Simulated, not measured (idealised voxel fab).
Process module under the name voxel gate over fins
Section cut is 170 nm wide and gridded with 5 nm square cells.
We lay out every cross-section as a grid of square cells and spell it out in bands from the top down, where one band means one or more rows of cells. A band entry consists of two parts. The first gives the height of the band's top and the height of its bottom, in nm. The rest lists the band's materials from left to right, each with its width in nm. A single material labelled with the word "throughout" fills the band from edge to edge, and the word "air" marks empty space. Heads up on the height convention: 0 is the point under which the incoming wafer is all one material, and the lowest band has no bottom, it just keeps going down, like "from 0 down". Note: "30 to 40" means the width goes from the first number (top row of the band) to the second number (bottom row) in equal steps per row of cells. A step reported as "nothing changed" is a step in which no cell of the cross-section changed. Closed empty spaces (no open way to the top) of 8 cells or more are what "Enclosed cavity list" lists, each as width x height at distance from the left edge, nm for all three. Read whatever lies past the settings on a step's line as the simulator's own remark about the step. What "overlay nm" on a step's line means: if the step has a mask, that mask lay this far to the right of its planned place, or, when the value is negative, to the left.
Steps in the process plan:
| 1 | RECEIVE: material Si |
| 2 | CONFORMAL_DEP: material SiN, thk nm 5 |
| 3 | DIRECTIONAL_DEP: material aC, thk nm 15 |
| 4 | PATTERN: tone cover, mask id FINS, material resist, width nm 15, pitch nm 50, thk nm 30, overlay nm 0 |
| 5 | DIRECTIONAL_ETCH: etch materials aC, depth nm 15 |
| 6 | STRIP: etch materials resist |
| 7 | DIRECTIONAL_ETCH: etch materials SiN, depth nm 5 |
| 8 | DIRECTIONAL_ETCH: etch materials Si, depth nm 30 |
| 9 | STRIP: etch materials aC |
| 10 | FILL_DEP: material SiO2, thk nm 5 |
| 11 | CMP: height nm 5 |
| 12 | DIRECTIONAL_DEP: material aC, thk nm 10 |
| 13 | PATTERN: tone open, mask id RAIL, material resist, width nm 15, thk nm 30, overlay nm 0 |
| 14 | DIRECTIONAL_ETCH: etch materials aC, depth nm 10 |
| 15 | STRIP: etch materials resist |
| 16 | DIRECTIONAL_ETCH: etch materials SiO2, depth nm 30 |
| 17 | STRIP: etch materials aC |
| 18 | CONFORMAL_DEP: material TiN, thk nm 5 |
| 19 | FILL_DEP: material W, thk nm 5 |
| 20 | CMP: height nm 5 |
| 21 | SELECTIVE_ETCH: etch materials W Ru TiN, depth nm 25 |
| 22 | FILL_DEP: material SiO2, thk nm 5 |
| 23 | CMP: height nm 5 |
| 24 | SELECTIVE_ETCH: etch materials SiO2, depth nm 20 |
| 25 | STRIP: etch materials SiN |
| 26 | CONFORMAL_DEP: material HfO2, thk nm 5 |
| 27 | CONFORMAL_DEP: material TiN, thk nm 5 |
| 28 | FILL_DEP: material W, thk nm 10 |
| 29 | CMP: height nm 15 |
| 30 | CONFORMAL_DEP: material SiN, thk nm 10 |
First of two wafers, with the run carried out as planned:
As-received state of the wafer in cross-section, equivalent to post-step 1:
- from 0 down  Si throughout
- Enclosed cavity list: none
Wafer section view after processing step 2:
- from 5 to 0  SiN throughout
- Below 0, the layers are the same as they were.
Wafer section view after processing step 3:
- from 20 to 5  aC throughout
- Below 5, the layers are the same as they were.
Wafer section view after processing step 4:
- from 50 to 20  air: 50  resist: 15  air: 35  resist: 15  air: 55
- Below 20, the layers are the same as they were.
Wafer section view after processing step 5:
- from 35 to 20  air: 50  resist: 15  air: 35  resist: 15  air: 55
- from 20 to 5  air: 50  aC: 15  air: 35  aC: 15  air: 55
- Below 5, the layers are the same as they were.
Wafer section view after processing step 6:
- from 20 to 5  air: 50  aC: 15  air: 35  aC: 15  air: 55
- Below 5, the layers are the same as they were.
Wafer section view after processing step 7:
- from 20 to 5  air: 50  aC: 15  air: 35  aC: 15  air: 55
- from 5 to 0  air: 50  SiN: 15  air: 35  SiN: 15  air: 55
- Below 0, the layers are the same as they were.
Wafer section view after processing step 8:
- from 20 to 5  air: 50  aC: 15  air: 35  aC: 15  air: 55
- from 5 to 0  air: 50  SiN: 15  air: 35  SiN: 15  air: 55
- from 0 to -30  air: 50  Si: 15  air: 35  Si: 15  air: 55
- Below -30, the layers are the same as they were.
Wafer section view after processing step 9:
- from 5 to 0  air: 50  SiN: 15  air: 35  SiN: 15  air: 55
- Below 0, the layers are the same as they were.
Wafer section view after processing step 10:
- from 10 to 5  SiO2 throughout
- from 5 to 0  SiO2: 50  SiN: 15  SiO2: 35  SiN: 15  SiO2: 55
- from 0 to -30  SiO2: 50  Si: 15  SiO2: 35  Si: 15  SiO2: 55
- Below -30, the layers are the same as they were.
Wafer section view after processing step 11:
- from 5 to 0  SiO2: 50  SiN: 15  SiO2: 35  SiN: 15  SiO2: 55
- Below 0, the layers are the same as they were.
Wafer section view after processing step 12:
- from 15 to 5  aC throughout
- Below 5, the layers are the same as they were.
Wafer section view after processing step 13:
- from 45 to 15  resist: 75  air: 15  resist: 80
- Below 15, the layers are the same as they were.
Wafer section view after processing step 14:
- from 35 to 15  resist: 75  air: 15  resist: 80
- from 15 to 5  aC: 75  air: 15  aC: 80
- Below 5, the layers are the same as they were.
Wafer section view after processing step 15:
- from 15 to 5  aC: 75  air: 15  aC: 80
- Below 5, the layers are the same as they were.
Wafer section view after processing step 16:
- from 15 to 5  aC: 75  air: 15  aC: 80
- from 5 to 0  SiO2: 50  SiN: 15  SiO2: 10  air: 15  SiO2: 10  SiN: 15  SiO2: 55
- from 0 to -25  SiO2: 50  Si: 15  SiO2: 10  air: 15  SiO2: 10  Si: 15  SiO2: 55
- Below -25, the layers are the same as they were.
Wafer section view after processing step 17:
- from 5 to 0  SiO2: 50  SiN: 15  SiO2: 10  air: 15  SiO2: 10  SiN: 15  SiO2: 55
- Below 0, the layers are the same as they were.
Wafer section view after processing step 18:
- from 10 to 5  TiN: 80  air: 5  TiN: 85
- from 5 to 0  SiO2: 50  SiN: 15  SiO2: 10  TiN: 5  air: 5  TiN: 5  SiO2: 10  SiN: 15  SiO2: 55
- from 0 to -20  SiO2: 50  Si: 15  SiO2: 10  TiN: 5  air: 5  TiN: 5  SiO2: 10  Si: 15  SiO2: 55
- from -20 to -25  SiO2: 50  Si: 15  SiO2: 10  TiN: 15  SiO2: 10  Si: 15  SiO2: 55
- Below -25, the layers are the same as they were.
Wafer section view after processing step 19:
- from 15 to 10  W throughout
- from 10 to 5  TiN: 80  W: 5  TiN: 85
- from 5 to 0  SiO2: 50  SiN: 15  SiO2: 10  TiN: 5  W: 5  TiN: 5  SiO2: 10  SiN: 15  SiO2: 55
- from 0 to -20  SiO2: 50  Si: 15  SiO2: 10  TiN: 5  W: 5  TiN: 5  SiO2: 10  Si: 15  SiO2: 55
- Below -20, the layers are the same as they were.
Wafer section view after processing step 20:
- from 5 to 0  SiO2: 50  SiN: 15  SiO2: 10  TiN: 5  W: 5  TiN: 5  SiO2: 10  SiN: 15  SiO2: 55
- Below 0, the layers are the same as they were.
Wafer section view after processing step 21:
- from 5 to 0  SiO2: 50  SiN: 15  SiO2: 10  air: 15  SiO2: 10  SiN: 15  SiO2: 55
- from 0 to -20  SiO2: 50  Si: 15  SiO2: 10  air: 15  SiO2: 10  Si: 15  SiO2: 55
- Below -20, the layers are the same as they were.
Wafer section view after processing step 22:
- from 10 to 5  SiO2 throughout
- from 5 to 0  SiO2: 50  SiN: 15  SiO2: 35  SiN: 15  SiO2: 55
- from 0 to -20  SiO2: 50  Si: 15  SiO2: 35  Si: 15  SiO2: 55
- Below -20, the layers are the same as they were.
Wafer section view after processing step 23:
- from 5 to 0  SiO2: 50  SiN: 15  SiO2: 35  SiN: 15  SiO2: 55
- Below 0, the layers are the same as they were.
Wafer section view after processing step 24:
- from 5 to 0  air: 50  SiN: 15  air: 35  SiN: 15  air: 55
- from 0 to -15  air: 50  Si: 15  air: 35  Si: 15  air: 55
- Below -15, the layers are the same as they were.
Wafer section view after processing step 25:
- from 0 to -15  air: 50  Si: 15  air: 35  Si: 15  air: 55
- Below -15, the layers are the same as they were.
Wafer section view after processing step 26:
- from 5 to 0  air: 45  HfO2: 25  air: 25  HfO2: 25  air: 50
- from 0 to -10  air: 45  HfO2: 5  Si: 15  HfO2: 5  air: 25  HfO2: 5  Si: 15  HfO2: 5  air: 50
- from -10 to -15  HfO2: 50  Si: 15  HfO2: 35  Si: 15  HfO2: 55
- Below -15, the layers are the same as they were.
Wafer section view after processing step 27:
- from 10 to 5  air: 40  TiN: 35  air: 15  TiN: 35  air: 45
- from 5 to 0  air: 40  TiN: 5  HfO2: 25  TiN: 5  air: 15  TiN: 5  HfO2: 25  TiN: 5  air: 45
- from 0 to -5  air: 40  TiN: 5  HfO2: 5  Si: 15  HfO2: 5  TiN: 5  air: 15  TiN: 5  HfO2: 5  Si: 15  HfO2: 5  TiN: 5  air: 45
- from -5 to -10  TiN: 45  HfO2: 5  Si: 15  HfO2: 5  TiN: 25  HfO2: 5  Si: 15  HfO2: 5  TiN: 50
- Below -10, the layers are the same as they were.
Wafer section view after processing step 28:
- from 20 to 10  W throughout
- from 10 to 5  W: 40  TiN: 35  W: 15  TiN: 35  W: 45
- from 5 to 0  W: 40  TiN: 5  HfO2: 25  TiN: 5  W: 15  TiN: 5  HfO2: 25  TiN: 5  W: 45
- from 0 to -5  W: 40  TiN: 5  HfO2: 5  Si: 15  HfO2: 5  TiN: 5  W: 15  TiN: 5  HfO2: 5  Si: 15  HfO2: 5  TiN: 5  W: 45
- Below -5, the layers are the same as they were.
Wafer section view after processing step 29:
- from 15 to 10  W throughout
- Below 10, the layers are the same as they were.
Wafer section view after processing step 30:
- from 25 to 15  SiN throughout
- Below 15, the layers are the same as they were.
Wafer two of the pair: same origin, same plan, one error during the run; identical to wafer one up to and including step 3:
Planned end of step 4: second wafer, cross-section:
- from 50 to 20  resist: 50  air: 15  resist: 35  air: 15  resist: 55
- Below 20, the layers are the same as they were.
Planned end of step 5: second wafer, cross-section:
- from 35 to 20  resist: 50  air: 15  resist: 35  air: 15  resist: 55
- from 20 to 5  aC: 50  air: 15  aC: 35  air: 15  aC: 55
- Below 5, the layers are the same as they were.
Planned end of step 6: second wafer, cross-section:
- from 20 to 5  aC: 50  air: 15  aC: 35  air: 15  aC: 55
- Below 5, the layers are the same as they were.
Planned end of step 7: second wafer, cross-section:
- from 20 to 5  aC: 50  air: 15  aC: 35  air: 15  aC: 55
- from 5 to 0  SiN: 50  air: 15  SiN: 35  air: 15  SiN: 55
- Below 0, the layers are the same as they were.
Planned end of step 8: second wafer, cross-section:
- from 20 to 5  aC: 50  air: 15  aC: 35  air: 15  aC: 55
- from 5 to 0  SiN: 50  air: 15  SiN: 35  air: 15  SiN: 55
- from 0 to -30  Si: 50  air: 15  Si: 35  air: 15  Si: 55
- Below -30, the layers are the same as they were.
Planned end of step 9: second wafer, cross-section:
- from 5 to 0  SiN: 50  air: 15  SiN: 35  air: 15  SiN: 55
- Below 0, the layers are the same as they were.
Planned end of step 10: second wafer, cross-section:
- from 10 to 5  SiO2 throughout
- from 5 to 0  SiN: 50  SiO2: 15  SiN: 35  SiO2: 15  SiN: 55
- from 0 to -30  Si: 50  SiO2: 15  Si: 35  SiO2: 15  Si: 55
- Below -30, the layers are the same as they were.
Planned end of step 11: second wafer, cross-section:
- from 5 to 0  SiN: 50  SiO2: 15  SiN: 35  SiO2: 15  SiN: 55
- Below 0, the layers are the same as they were.
Planned end of step 12: second wafer, cross-section:
- from 15 to 5  aC throughout
- Below 5, the layers are the same as they were.
Planned end of step 13: second wafer, cross-section:
- from 45 to 15  resist: 75  air: 15  resist: 80
- Below 15, the layers are the same as they were.
Planned end of step 14: second wafer, cross-section:
- from 35 to 15  resist: 75  air: 15  resist: 80
- from 15 to 5  aC: 75  air: 15  aC: 80
- Below 5, the layers are the same as they were.
Planned end of step 15: second wafer, cross-section:
- from 15 to 5  aC: 75  air: 15  aC: 80
- Below 5, the layers are the same as they were.
Planned end of step 16: second wafer, cross-section: nothing changed
Planned end of step 17: second wafer, cross-section:
- from 5 to 0  SiN: 50  SiO2: 15  SiN: 35  SiO2: 15  SiN: 55
- Below 0, the layers are the same as they were.
Planned end of step 18: second wafer, cross-section:
- from 10 to 5  TiN throughout
- Below 5, the layers are the same as they were.
Planned end of step 19: second wafer, cross-section:
- from 15 to 10  W throughout
- Below 10, the layers are the same as they were.
Planned end of step 20: second wafer, cross-section:
- from 5 to 0  SiN: 50  SiO2: 15  SiN: 35  SiO2: 15  SiN: 55
- Below 0, the layers are the same as they were.
Planned end of step 21: second wafer, cross-section: nothing changed
Planned end of step 22: second wafer, cross-section:
- from 10 to 5  SiO2 throughout
- Below 5, the layers are the same as they were.
Planned end of step 23: second wafer, cross-section:
- from 5 to 0  SiN: 50  SiO2: 15  SiN: 35  SiO2: 15  SiN: 55
- Below 0, the layers are the same as they were.
Planned end of step 24: second wafer, cross-section:
- from 5 to 0  SiN: 50  air: 15  SiN: 35  air: 15  SiN: 55
- from 0 to -15  Si: 50  air: 15  Si: 35  air: 15  Si: 55
- Below -15, the layers are the same as they were.
Planned end of step 25: second wafer, cross-section:
- from 0 to -15  Si: 50  air: 15  Si: 35  air: 15  Si: 55
- Below -15, the layers are the same as they were.
Planned end of step 26: second wafer, cross-section:
- from 5 to 0  HfO2: 55  air: 5  HfO2: 45  air: 5  HfO2: 60
- from 0 to -10  Si: 50  HfO2: 5  air: 5  HfO2: 5  Si: 35  HfO2: 5  air: 5  HfO2: 5  Si: 55
- from -10 to -15  Si: 50  HfO2: 15  Si: 35  HfO2: 15  Si: 55
- Below -15, the layers are the same as they were.
Planned end of step 27: second wafer, cross-section:
- from 10 to 5  TiN throughout
- from 5 to 0  HfO2: 55  TiN: 5  HfO2: 45  TiN: 5  HfO2: 60
- from 0 to -10  Si: 50  HfO2: 5  TiN: 5  HfO2: 5  Si: 35  HfO2: 5  TiN: 5  HfO2: 5  Si: 55
- Below -10, the layers are the same as they were.
Planned end of step 28: second wafer, cross-section:
- from 20 to 10  W throughout
- Below 10, the layers are the same as they were.
Planned end of step 29: second wafer, cross-section:
- from 15 to 10  W throughout
- Below 10, the layers are the same as they were.
Planned end of step 30: second wafer, cross-section:
- from 25 to 15  SiN throughout
- Below 15, the layers are the same as they were.
Heads up, the wafer didn't run the way we planned it: off-plan run, step 4, actual operation and settings PATTERN: tone open, mask id FINS, material resist, width nm 15, pitch nm 50, thk nm 30, overlay nm 0
Upon completion, the second wafer contains, in terms of cells, a greater or smaller amount of certain materials than the first wafer: 132 more of Si | 63 fewer of SiO2 | 9 fewer of TiN | 60 fewer of W
